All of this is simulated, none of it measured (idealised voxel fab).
Title: Process Module voxel ribs on slabs
Cross-section cut: width 190 nm, square cells of 5 nm.
Cross-section spec: square-cell grid; bands listed top down; each band is one or more rows.
Within each band entry, the heights of the top and of the bottom of the band appear first, in that order and in nm; the materials of the band then follow from left to right, each with its corresponding width in nm. The designation "full width" on a single material indicates that it fills the band from edge to edge; the designation "empty" indicates empty space.
Below 0: as-received wafer, all one material; heights counted from there. Lowest band: no bottom, goes on down, written "0 -> down".
Width: "30..40" (first number = top row, second number = bottom row, same change from row to row of cells).
For the purposes of this document, the phrase "identical to before" attached to a step denotes that no cell within the cross-section was modified by that step.
Look at "Completely enclosed voids" for the closed voids: empty spaces with no open path to the top, sized 8 cells or up. Each is width x height at distance, distance from the left edge, all nm.
Where a step's line continues beyond its settings, the continuation is a remark by the simulator itself on that step.
"overlay nm", when on a step's line for a step with a mask, measures how far to the right of its planned place the mask lay; a negative measure means to the left.
Pairs, read this way: before one process step on the one hand, after it on the other, the after cross-section ending at the lowest band that changed; the step between, settings included, beneath. Same starting wafer throughout, but possibly different runs of this module, so no pair continues from the pair above unless its entry headed "before" says so.
before
- 80 -> 65: SiO2 full width
- 65 -> 60: W full width
- 60 -> 40: SiO2 full width
- 40 -> 30: 85 SiO2 | 20 SiN | 85 SiO2
- 30 -> 20: 60 SiO2 | 70 SiN | 60 SiO2
- 20 -> 0: SiO2 full width
- 0 -> down: Si full width
- Completely enclosed voids: none
after
- 110 -> 80: 80 empty | 30 resist | 80 empty
- Heights below 80 show no change.
- Completely enclosed voids: none
Between before and after as drawn above: PATTERN [tone cover] [mask id HEATER] [material resist] [width nm 30] [thk nm 30] [overlay nm 0]
before: The initial state for this step is given by the after cross-section of the immediately preceding pair.
after
- 95 -> 80: 80 empty | 30 resist | 80 empty
- Heights below 80 show no change.
- Completely enclosed voids: none
Between before and after as drawn above: DIRECTIONAL_ETCH [etch materials aC] [depth nm 15]
before: The initial state for this step is given by the after cross-section of the immediately preceding pair.
after
- 80 -> 65: SiO2 full width
- Heights below 65 show no change.
- Completely enclosed voids: none
Between before and after as drawn above: STRIP [etch materials resist]
before: The initial state for this step is given by the after cross-section of the immediately preceding pair.
after
- 85 -> 80: SiN full width
- Heights below 80 show no change.
- Completely enclosed voids: none
Between before and after as drawn above: CONFORMAL_DEP [material SiN] [thk nm 5]
before
- 80 -> 65: aC full width
- 65 -> 60: W full width
- 60 -> 40: SiO2 full width
- 40 -> 30: 85 SiO2 | 20 SiN | 85 SiO2
- 30 -> 20: 60 SiO2 | 70 SiN | 60 SiO2
- 20 -> 0: SiO2 full width
- 0 -> down: Si full width
- Completely enclosed voids: none
after
- 110 -> 80: 80 resist | 30 empty | 80 resist
- Heights below 80 show no change.
- Completely enclosed voids: none
Between before and after as drawn above: PATTERN [tone open] [mask id HEATER] [material resist] [width nm 30] [thk nm 30] [overlay nm 0]
before: The initial state for this step is given by the after cross-section of the immediately preceding pair.
after
- 95 -> 80: 80 resist | 30 empty | 80 resist
- 80 -> 65: 80 aC | 30 empty | 80 aC
- Heights below 65 show no change.
- Completely enclosed voids: none
Between before and after as drawn above: DIRECTIONAL_ETCH [etch materials aC] [depth nm 15]
before: The initial state for this step is given by the after cross-section of the immediately preceding pair.
after
- 80 -> 65: 80 aC | 30 empty | 80 aC
- Heights below 65 show no change.
- Completely enclosed voids: none
Between before and after as drawn above: STRIP [etch materials resist]
before: The initial state for this step is given by the after cross-section of the immediately preceding pair.
after
- 80 -> 65: 80 aC | 30 empty | 80 aC
- 65 -> 60: 80 W | 30 empty | 80 W
- Heights below 60 show no change.
- Completely enclosed voids: none
Between before and after as drawn above: DIRECTIONAL_ETCH [etch materials W] [depth nm 5]
before: The initial state for this step is given by the after cross-section of the immediately preceding pair.
after
- 65 -> 60: 80 W | 30 empty | 80 W
- Heights below 60 show no change.
- Completely enclosed voids: none
Between before and after as drawn above: STRIP [etch materials aC]
before: The initial state for this step is given by the after cross-section of the immediately preceding pair.
after
- 70 -> 65: 85 SiN | 20 empty | 85 SiN
- 65 -> 60: 80 W | 30 SiN | 80 W
- Heights below 60 show no change.
- Completely enclosed voids: none
Between before and after as drawn above: CONFORMAL_DEP [material SiN] [thk nm 5]
